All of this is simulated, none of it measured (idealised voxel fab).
The process module presented herein is designated voxel self aligned vias.
This is section cut - it's 230 nm across, gridded in 5 nm square cells.
Notation: cross-section as square-cell grid; stated in bands, top first, going down; one or more cell rows per band.
Top height, bottom height, nm. Materials left to right, width each, nm. Single material + "throughout" = fills band edge to edge. "blank" = empty.
Heights are reckoned from 0. Under this level, the received wafer is all of one material. The bottommost band is open-ended downward, for example "0..down".
Note: "30..40" means the width goes from the first number (top row of the band) to the second number (bottom row) in equal steps per row of cells.
Step marked "nothing altered"? Then no cell in the cross-section changed in it.
This entry, "Closed internal cavities", enumerates those empty regions of no fewer than 8 cells that possess no open connection to the top. Each region is reported in the form width x height at distance, the distance being taken from the left edge, with all three quantities expressed in nm.
On a step's line, text after the settings is the simulator commenting on that step.
A step's line can hold "overlay nm"; with a mask on that step, the setting says how far right of the planned place the mask lay, while a negative setting says it lay to the left.

PROCESS STEPS - PLAN
1: RECEIVE,material Si
2: CONFORMAL_DEP,material SiO2,thk nm 10
3: CONFORMAL_DEP,material SiCN,thk nm 5
4: DIRECTIONAL_DEP,material SiO2,thk nm 25
5: PATTERN,tone open,mask id LINES,material resist,width nm 20,pitch nm 55,thk nm 20,overlay nm 0
6: DIRECTIONAL_ETCH,etch materials SiO2,depth nm 25
7: STRIP,etch materials resist
8: CONFORMAL_DEP,material TiN,thk nm 5
9: FILL_DEP,material W,thk nm 5
10: CMP,height nm 40
11: SELECTIVE_ETCH,etch materials W Ru TiN,depth nm 10
12: FILL_DEP,material SiN,thk nm 10
13: CMP,height nm 40
14: DIRECTIONAL_DEP,material SiO2,thk nm 20
15: DIRECTIONAL_DEP,material aC,thk nm 15
16: PATTERN,tone open,mask id VIAS,material resist,width nm 40,pitch nm 55,thk nm 30,overlay nm 0
17: DIRECTIONAL_ETCH,etch materials aC,depth nm 15
18: STRIP,etch materials resist
19: DIRECTIONAL_ETCH,etch materials SiO2,depth nm 20
20: DIRECTIONAL_ETCH,etch materials SiN,depth nm 10
21: STRIP,etch materials aC
22: CONFORMAL_DEP,material TiN,thk nm 5
23: FILL_DEP,material Ru,thk nm 5
24: CMP,height nm 60
25: CONFORMAL_DEP,material SiCN,thk nm 5

FIRST WAFER OUT OF TWO, PROCESSED AS PLANNED

STEP 1 COMPLETE: CROSS-SECTION OF THE WAFER AS RECEIVED
0..down = Si throughout
Closed internal cavities: none

CROSS-SECTIONAL REPRESENTATION OF THE WAFER AT THE CONCLUSION OF STEP 2
10..0 = SiO2 throughout
Below 0, the layers are the same as they were.

CROSS-SECTIONAL REPRESENTATION OF THE WAFER AT THE CONCLUSION OF STEP 3
15..10 = SiCN throughout
Below 10, the layers are the same as they were.

CROSS-SECTIONAL REPRESENTATION OF THE WAFER AT THE CONCLUSION OF STEP 4
40..15 = SiO2 throughout
Below 15, the layers are the same as they were.

CROSS-SECTIONAL REPRESENTATION OF THE WAFER AT THE CONCLUSION OF STEP 5
60..40 = 75 of resist / 20 of blank / 35 of resist / 20 of blank / 80 of resist
Below 40, the layers are the same as they were.

CROSS-SECTIONAL REPRESENTATION OF THE WAFER AT THE CONCLUSION OF STEP 6
60..40 = 75 of resist / 20 of blank / 35 of resist / 20 of blank / 80 of resist
40..15 = 75 of SiO2 / 20 of blank / 35 of SiO2 / 20 of blank / 80 of SiO2
Below 15, the layers are the same as they were.

CROSS-SECTIONAL REPRESENTATION OF THE WAFER AT THE CONCLUSION OF STEP 7
40..15 = 75 of SiO2 / 20 of blank / 35 of SiO2 / 20 of blank / 80 of SiO2
Below 15, the layers are the same as they were.

CROSS-SECTIONAL REPRESENTATION OF THE WAFER AT THE CONCLUSION OF STEP 8
45..40 = 80 of TiN / 10 of blank / 45 of TiN / 10 of blank / 85 of TiN
40..20 = 75 of SiO2 / 5 of TiN / 10 of blank / 5 of TiN / 35 of SiO2 / 5 of TiN / 10 of blank / 5 of TiN / 80 of SiO2
20..15 = 75 of SiO2 / 20 of TiN / 35 of SiO2 / 20 of TiN / 80 of SiO2
Below 15, the layers are the same as they were.

CROSS-SECTIONAL REPRESENTATION OF THE WAFER AT THE CONCLUSION OF STEP 9
50..45 = W throughout
45..40 = 80 of TiN / 10 of W / 45 of TiN / 10 of W / 85 of TiN
40..20 = 75 of SiO2 / 5 of TiN / 10 of W / 5 of TiN / 35 of SiO2 / 5 of TiN / 10 of W / 5 of TiN / 80 of SiO2
Below 20, the layers are the same as they were.

CROSS-SECTIONAL REPRESENTATION OF THE WAFER AT THE CONCLUSION OF STEP 10
40..20 = 75 of SiO2 / 5 of TiN / 10 of W / 5 of TiN / 35 of SiO2 / 5 of TiN / 10 of W / 5 of TiN / 80 of SiO2
Below 20, the layers are the same as they were.

CROSS-SECTIONAL REPRESENTATION OF THE WAFER AT THE CONCLUSION OF STEP 11
40..30 = 75 of SiO2 / 20 of blank / 35 of SiO2 / 20 of blank / 80 of SiO2
Below 30, the layers are the same as they were.

CROSS-SECTIONAL REPRESENTATION OF THE WAFER AT THE CONCLUSION OF STEP 12
50..40 = SiN throughout
40..30 = 75 of SiO2 / 20 of SiN / 35 of SiO2 / 20 of SiN / 80 of SiO2
Below 30, the layers are the same as they were.

CROSS-SECTIONAL REPRESENTATION OF THE WAFER AT THE CONCLUSION OF STEP 13
40..30 = 75 of SiO2 / 20 of SiN / 35 of SiO2 / 20 of SiN / 80 of SiO2
Below 30, the layers are the same as they were.

CROSS-SECTIONAL REPRESENTATION OF THE WAFER AT THE CONCLUSION OF STEP 14
60..40 = SiO2 throughout
Below 40, the layers are the same as they were.

CROSS-SECTIONAL REPRESENTATION OF THE WAFER AT THE CONCLUSION OF STEP 15
75..60 = aC throughout
Below 60, the layers are the same as they were.

CROSS-SECTIONAL REPRESENTATION OF THE WAFER AT THE CONCLUSION OF STEP 16
105..75 = 65 of resist / 40 of blank / 15 of resist / 40 of blank / 70 of resist
Below 75, the layers are the same as they were.

CROSS-SECTIONAL REPRESENTATION OF THE WAFER AT THE CONCLUSION OF STEP 17
90..75 = 65 of resist / 40 of blank / 15 of resist / 40 of blank / 70 of resist
75..60 = 65 of aC / 40 of blank / 15 of aC / 40 of blank / 70 of aC
Below 60, the layers are the same as they were.

CROSS-SECTIONAL REPRESENTATION OF THE WAFER AT THE CONCLUSION OF STEP 18
75..60 = 65 of aC / 40 of blank / 15 of aC / 40 of blank / 70 of aC
Below 60, the layers are the same as they were.

CROSS-SECTIONAL REPRESENTATION OF THE WAFER AT THE CONCLUSION OF STEP 19
75..60 = 65 of aC / 40 of blank / 15 of aC / 40 of blank / 70 of aC
60..40 = 65 of SiO2 / 40 of blank / 15 of SiO2 / 40 of blank / 70 of SiO2
Below 40, the layers are the same as they were.

CROSS-SECTIONAL REPRESENTATION OF THE WAFER AT THE CONCLUSION OF STEP 20
75..60 = 65 of aC / 40 of blank / 15 of aC / 40 of blank / 70 of aC
60..40 = 65 of SiO2 / 40 of blank / 15 of SiO2 / 40 of blank / 70 of SiO2
40..30 = 75 of SiO2 / 20 of blank / 35 of SiO2 / 20 of blank / 80 of SiO2
Below 30, the layers are the same as they were.

CROSS-SECTIONAL REPRESENTATION OF THE WAFER AT THE CONCLUSION OF STEP 21
60..40 = 65 of SiO2 / 40 of blank / 15 of SiO2 / 40 of blank / 70 of SiO2
Below 40, the layers are the same as they were.

CROSS-SECTIONAL REPRESENTATION OF THE WAFER AT THE CONCLUSION OF STEP 22
65..60 = 70 of TiN / 30 of blank / 25 of TiN / 30 of blank / 75 of TiN
60..45 = 65 of SiO2 / 5 of TiN / 30 of blank / 5 of TiN / 15 of SiO2 / 5 of TiN / 30 of blank / 5 of TiN / 70 of SiO2
45..35 = 65..75 of SiO2 / 15..5 of TiN / 10 of blank / 15..5 of TiN / 15..35 of SiO2 / 15..5 of TiN / 10 of blank / 15..5 of TiN / 70..80 of SiO2
35..30 = 75 of SiO2 / 20 of TiN / 35 of SiO2 / 20 of TiN / 80 of SiO2
Below 30, the layers are the same as they were.

CROSS-SECTIONAL REPRESENTATION OF THE WAFER AT THE CONCLUSION OF STEP 23
70..65 = Ru throughout
65..60 = 70 of TiN / 30 of Ru / 25 of TiN / 30 of Ru / 75 of TiN
60..45 = 65 of SiO2 / 5 of TiN / 30 of Ru / 5 of TiN / 15 of SiO2 / 5 of TiN / 30 of Ru / 5 of TiN / 70 of SiO2
45..35 = 65..75 of SiO2 / 15..5 of TiN / 10 of Ru / 15..5 of TiN / 15..35 of SiO2 / 15..5 of TiN / 10 of Ru / 15..5 of TiN / 70..80 of SiO2
Below 35, the layers are the same as they were.

CROSS-SECTIONAL REPRESENTATION OF THE WAFER AT THE CONCLUSION OF STEP 24
60..45 = 65 of SiO2 / 5 of TiN / 30 of Ru / 5 of TiN / 15 of SiO2 / 5 of TiN / 30 of Ru / 5 of TiN / 70 of SiO2
Below 45, the layers are the same as they were.

CROSS-SECTIONAL REPRESENTATION OF THE WAFER AT THE CONCLUSION OF STEP 25
65..60 = SiCN throughout
Below 60, the layers are the same as they were.

SECOND WAFER, SAME STARTING STATE AND PLAN AS THE FIRST, ONE MISTAKE IN THE RUN, IDENTICAL THROUGH STEP 2

CROSS-SECTION OF THE SECOND WAFER AT THE TIME BY WHICH STEP 3 SHOULD HAVE BEEN COMPLETED ACCORDING TO THE PLAN
35..0 = SiO2 throughout
Below 0, the layers are the same as they were.

CROSS-SECTION OF THE SECOND WAFER AT THE TIME BY WHICH STEP 4 SHOULD HAVE BEEN COMPLETED ACCORDING TO THE PLAN
40..35 = SiCN throughout
Below 35, the layers are the same as they were.

CROSS-SECTION OF THE SECOND WAFER AT THE TIME BY WHICH STEP 5 SHOULD HAVE BEEN COMPLETED ACCORDING TO THE PLAN
60..40 = 75 of resist / 20 of blank / 35 of resist / 20 of blank / 80 of resist
Below 40, the layers are the same as they were.

Cross-section of the second wafer at the time by which step 6 should have been completed according to the plan: nothing altered

CROSS-SECTION OF THE SECOND WAFER AT THE TIME BY WHICH STEP 7 SHOULD HAVE BEEN COMPLETED ACCORDING TO THE PLAN
40..35 = SiCN throughout
Below 35, the layers are the same as they were.

CROSS-SECTION OF THE SECOND WAFER AT THE TIME BY WHICH STEP 8 SHOULD HAVE BEEN COMPLETED ACCORDING TO THE PLAN
45..40 = TiN throughout
Below 40, the layers are the same as they were.

CROSS-SECTION OF THE SECOND WAFER AT THE TIME BY WHICH STEP 9 SHOULD HAVE BEEN COMPLETED ACCORDING TO THE PLAN
50..45 = W throughout
Below 45, the layers are the same as they were.

CROSS-SECTION OF THE SECOND WAFER AT THE TIME BY WHICH STEP 10 SHOULD HAVE BEEN COMPLETED ACCORDING TO THE PLAN
40..35 = SiCN throughout
Below 35, the layers are the same as they were.

Cross-section of the second wafer at the time by which step 11 should have been completed according to the plan: nothing altered

CROSS-SECTION OF THE SECOND WAFER AT THE TIME BY WHICH STEP 12 SHOULD HAVE BEEN COMPLETED ACCORDING TO THE PLAN
50..40 = SiN throughout
Below 40, the layers are the same as they were.

CROSS-SECTION OF THE SECOND WAFER AT THE TIME BY WHICH STEP 13 SHOULD HAVE BEEN COMPLETED ACCORDING TO THE PLAN
40..35 = SiCN throughout
Below 35, the layers are the same as they were.

CROSS-SECTION OF THE SECOND WAFER AT THE TIME BY WHICH STEP 14 SHOULD HAVE BEEN COMPLETED ACCORDING TO THE PLAN
60..40 = SiO2 throughout
Below 40, the layers are the same as they were.

CROSS-SECTION OF THE SECOND WAFER AT THE TIME BY WHICH STEP 15 SHOULD HAVE BEEN COMPLETED ACCORDING TO THE PLAN
75..60 = aC throughout
Below 60, the layers are the same as they were.

CROSS-SECTION OF THE SECOND WAFER AT THE TIME BY WHICH STEP 16 SHOULD HAVE BEEN COMPLETED ACCORDING TO THE PLAN
105..75 = 65 of resist / 40 of blank / 15 of resist / 40 of blank / 70 of resist
Below 75, the layers are the same as they were.

CROSS-SECTION OF THE SECOND WAFER AT THE TIME BY WHICH STEP 17 SHOULD HAVE BEEN COMPLETED ACCORDING TO THE PLAN
90..75 = 65 of resist / 40 of blank / 15 of resist / 40 of blank / 70 of resist
75..60 = 65 of aC / 40 of blank / 15 of aC / 40 of blank / 70 of aC
Below 60, the layers are the same as they were.

CROSS-SECTION OF THE SECOND WAFER AT THE TIME BY WHICH STEP 18 SHOULD HAVE BEEN COMPLETED ACCORDING TO THE PLAN
75..60 = 65 of aC / 40 of blank / 15 of aC / 40 of blank / 70 of aC
Below 60, the layers are the same as they were.

CROSS-SECTION OF THE SECOND WAFER AT THE TIME BY WHICH STEP 19 SHOULD HAVE BEEN COMPLETED ACCORDING TO THE PLAN
75..60 = 65 of aC / 40 of blank / 15 of aC / 40 of blank / 70 of aC
60..40 = 65 of SiO2 / 40 of blank / 15 of SiO2 / 40 of blank / 70 of SiO2
Below 40, the layers are the same as they were.

Cross-section of the second wafer at the time by which step 20 should have been completed according to the plan: nothing altered

CROSS-SECTION OF THE SECOND WAFER AT THE TIME BY WHICH STEP 21 SHOULD HAVE BEEN COMPLETED ACCORDING TO THE PLAN
60..40 = 65 of SiO2 / 40 of blank / 15 of SiO2 / 40 of blank / 70 of SiO2
Below 40, the layers are the same as they were.

CROSS-SECTION OF THE SECOND WAFER AT THE TIME BY WHICH STEP 22 SHOULD HAVE BEEN COMPLETED ACCORDING TO THE PLAN
65..60 = 70 of TiN / 30 of blank / 25 of TiN / 30 of blank / 75 of TiN
60..45 = 65 of SiO2 / 5 of TiN / 30 of blank / 5 of TiN / 15 of SiO2 / 5 of TiN / 30 of blank / 5 of TiN / 70 of SiO2
45..40 = 65 of SiO2 / 40 of TiN / 15 of SiO2 / 40 of TiN / 70 of SiO2
Below 40, the layers are the same as they were.

CROSS-SECTION OF THE SECOND WAFER AT THE TIME BY WHICH STEP 23 SHOULD HAVE BEEN COMPLETED ACCORDING TO THE PLAN
70..65 = Ru throughout
65..60 = 70 of TiN / 30 of Ru / 25 of TiN / 30 of Ru / 75 of TiN
60..45 = 65 of SiO2 / 5 of TiN / 30 of Ru / 5 of TiN / 15 of SiO2 / 5 of TiN / 30 of Ru / 5 of TiN / 70 of SiO2
Below 45, the layers are the same as they were.

CROSS-SECTION OF THE SECOND WAFER AT THE TIME BY WHICH STEP 24 SHOULD HAVE BEEN COMPLETED ACCORDING TO THE PLAN
60..45 = 65 of SiO2 / 5 of TiN / 30 of Ru / 5 of TiN / 15 of SiO2 / 5 of TiN / 30 of Ru / 5 of TiN / 70 of SiO2
Below 45, the layers are the same as they were.

CROSS-SECTION OF THE SECOND WAFER AT THE TIME BY WHICH STEP 25 SHOULD HAVE BEEN COMPLETED ACCORDING TO THE PLAN
65..60 = SiCN throughout
Below 60, the layers are the same as they were.
What was the processing mistake? a sequencing error occurred in which plan steps 3 and 4 were transposed
End check, counted in cells, second wafer has more or fewer of these materials than the first: -8 Ru | +40 SiO2 | -24 TiN | -8 W
